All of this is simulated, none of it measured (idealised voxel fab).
process module | voxel local oxidation
cross-section cut | 215 nm wide | cells 5 nm
A cross-section is a grid of square cells, given in bands from the top down. A band is one or more rows of cells.
Each band's line starts with the height of the band's top and of its bottom, in nm. Then come its materials from left to right, each with its width in nm. One material with "throughout" fills the band from edge to edge. "air" is empty space.
Height 0 is the level under which the wafer as received is all one material. The lowest band goes on downwards, as in "0 down".
A width such as "30 to 40" changes by the same amount from each row of cells to the next, from the band's top row to its bottom row.
"no change" after a step means that no cell of the cross-section changed.
closed voids: empty space of 8 cells or more with no open way to the top, each as width x height at its distance from the left edge, in nm
after a step's settings: what the simulator itself notes on the step
overlay nm, on a step with a mask: how far to the right of its planned place the mask lay; to the left if negative
Each pair below shows a cross-section before one step and the cross-section after it, down to the lowest band that changed. The line under each pair gives the step between them, with its settings. The pairs can come from different runs of this module on the same starting wafer, so a pair continues from the pair above only where its "before" says so.
before
  0 down: Si throughout
  closed voids: none
after
  5 to 0: SiO2 throughout
  below 0: unchanged
  closed voids: none
the step between: op CONFORMAL_DEP | material SiO2 | thk nm 5
before: the cross-section after the pair above
after
  15 to 5: SiN throughout
  below 5: unchanged
  closed voids: none
the step between: op CONFORMAL_DEP | material SiN | thk nm 10
before: the cross-section after the pair above
after
  15 to 5: air 60 | SiN 90 | air 65
  below 5: unchanged
  closed voids: none
the step between: op MASKED_ETCH | tone cover | mask id ACTIVE | width nm 90 | etch materials SiN | depth nm 10 | overlay nm 0
before: the cross-section after the pair above
after
  15 to 5: air 60 | SiN 90 | air 65
  5 to 0: air 65 | SiO2 80 | air 70
  below 0: unchanged
  closed voids: none
the step between: op SELECTIVE_ETCH | etch materials SiO2 | depth nm 5
before: the cross-section after the pair above
after
  15 to 5: air 60 | SiN 90 | air 65
  5 to 0: air 65 | SiO2 80 | air 70
  0 to -10: SiO2 75 | Si 60 | SiO2 80
  below -10: unchanged
  closed voids: none
the step between: op OXIDIZE | depth nm 10
before: the cross-section after the pair above
after
  5 to 0: air 65 | SiO2 80 | air 70
  below 0: unchanged
  closed voids: none
the step between: op STRIP | etch materials SiN
before
  0 down: Si throughout
  closed voids: none
after
  10 to 0: SiN throughout
  below 0: unchanged
  closed voids: none
the step between: op CONFORMAL_DEP | material SiN | thk nm 10
before: the cross-section after the pair above
after
  10 to 0: air 60 | SiN 90 | air 65
  below 0: unchanged
  closed voids: none
the step between: op MASKED_ETCH | tone cover | mask id ACTIVE | width nm 90 | etch materials SiN | depth nm 10 | overlay nm 0
before: the cross-section after the pair above
after
  10 to 0: air 60 | SiN 90 | air 65
  0 to -10: SiO2 70 | Si 70 | SiO2 75
  below -10: unchanged
  closed voids: none
the step between: op OXIDIZE | depth nm 10
before: the cross-section after the pair above
after
  0 to -10: SiO2 70 | Si 70 | SiO2 75
  below -10: unchanged
  closed voids: none
the step between: op STRIP | etch materials SiN
before
  15 to 5: air 60 | SiN 90 | air 65
  5 to 0: air 65 | SiO2 80 | air 70
  0 down: Si throughout
  closed voids: none
after
  5 to 0: air 65 | SiO2 80 | air 70
  below 0: unchanged
  closed voids: none
the step between: op STRIP | etch materials SiN
before: the cross-section after the pair above
after
  5 to 0: air 65 | SiO2 80 | air 70
  0 to -10: SiO2 75 | Si 60 | SiO2 80
  below -10: unchanged
  closed voids: none
the step between: op OXIDIZE | depth nm 10
before
  15 to 5: air 60 | SiN 90 | air 65
  5 to 0: air 65 | SiO2 80 | air 70
  0 down: Si throughout
  closed voids: none
after
  15 to 5: air 60 | SiN 90 | air 65
  5 to 0: air 65 | SiO2 80 | air 70
  0 to -5: SiO2 70 | Si 70 | SiO2 75
  below -5: unchanged
  closed voids: none
the step between: op OXIDIZE | depth nm 5
before: the cross-section after the pair above
after
  5 to 0: air 65 | SiO2 80 | air 70
  below 0: unchanged
  closed voids: none
the step between: op STRIP | etch materials SiN
before
  15 to 5: SiN throughout
  5 to 0: SiO2 throughout
  0 down: Si throughout
  closed voids: none
after
  15 to 5: air 65 | SiN 85 | air 65
  below 5: unchanged
  closed voids: none
the step between: op MASKED_ETCH | tone cover | mask id ACTIVE | width nm 85 | etch materials SiN | depth nm 10 | overlay nm 0
before: the cross-section after the pair above
after
  15 to 5: air 65 | SiN 85 | air 65
  5 to 0: air 70 | SiO2 75 | air 70
  below 0: unchanged
  closed voids: none
the step between: op SELECTIVE_ETCH | etch materials SiO2 | depth nm 5
before: the cross-section after the pair above
after
  15 to 5: air 65 | SiN 85 | air 65
  5 to 0: air 70 | SiO2 75 | air 70
  0 to -10: SiO2 80 | Si 55 | SiO2 80
  below -10: unchanged
  closed voids: none
the step between: op OXIDIZE | depth nm 10
before: the cross-section after the pair above
after
  5 to 0: air 70 | SiO2 75 | air 70
  below 0: unchanged
  closed voids: none
the step between: op STRIP | etch materials SiN
before
  15 to 5: SiN throughout
  5 to 0: SiO2 throughout
  0 down: Si throughout
  closed voids: none
after
  15 to 5: air 50 | SiN 90 | air 75
  below 5: unchanged
  closed voids: none
the step between: op MASKED_ETCH | tone cover | mask id ACTIVE | width nm 90 | etch materials SiN | depth nm 10 | overlay nm -10
before: the cross-section after the pair above
after
  15 to 5: air 50 | SiN 90 | air 75
  5 to 0: air 55 | SiO2 80 | air 80
  below 0: unchanged
  closed voids: none
the step between: op SELECTIVE_ETCH | etch materials SiO2 | depth nm 5
before: the cross-section after the pair above
after
  15 to 5: air 50 | SiN 90 | air 75
  5 to 0: air 55 | SiO2 80 | air 80
  0 to -10: SiO2 65 | Si 60 | SiO2 90
  below -10: unchanged
  closed voids: none
the step between: op OXIDIZE | depth nm 10
before: the cross-section after the pair above
after
  5 to 0: air 55 | SiO2 80 | air 80
  below 0: unchanged
  closed voids: none
the step between: op STRIP | etch materials SiN
before
  15 to 5: air 60 | SiN 90 | air 65
  5 to 0: air 65 | SiO2 80 | air 70
  0 to -10: SiO2 75 | Si 60 | SiO2 80
  -10 down: Si throughout
  closed voids: none
after
  0 to -10: air 75 | Si 60 | air 80
  below -10: unchanged
  closed voids: none
the step between: op STRIP | etch materials SiO2
before
  15 to 5: SiN throughout
  5 to 0: SiO2 throughout
  0 down: Si throughout
  closed voids: none
after
  15 to 5: SiN 60 | air 90 | SiN 65
  below 5: unchanged
  closed voids: none
the step between: op MASKED_ETCH | tone open | mask id ACTIVE | width nm 90 | etch materials SiN | depth nm 10 | overlay nm 0
before: the cross-section after the pair above
after
  15 to 5: SiN 60 | air 90 | SiN 65
  5 to 0: SiO2 55 | air 100 | SiO2 60
  below 0: unchanged
  closed voids: none
the step between: op SELECTIVE_ETCH | etch materials SiO2 | depth nm 5
before: the cross-section after the pair above
after
  15 to 5: SiN 60 | air 90 | SiN 65
  5 to 0: SiO2 55 | air 100 | SiO2 60
  0 to -10: Si 45 | SiO2 120 | Si 50
  below -10: unchanged
  closed voids: none
the step between: op OXIDIZE | depth nm 10
before: the cross-section after the pair above
after
  5 to 0: SiO2 55 | air 100 | SiO2 60
  below 0: unchanged
  closed voids: none
the step between: op STRIP | etch materials SiN
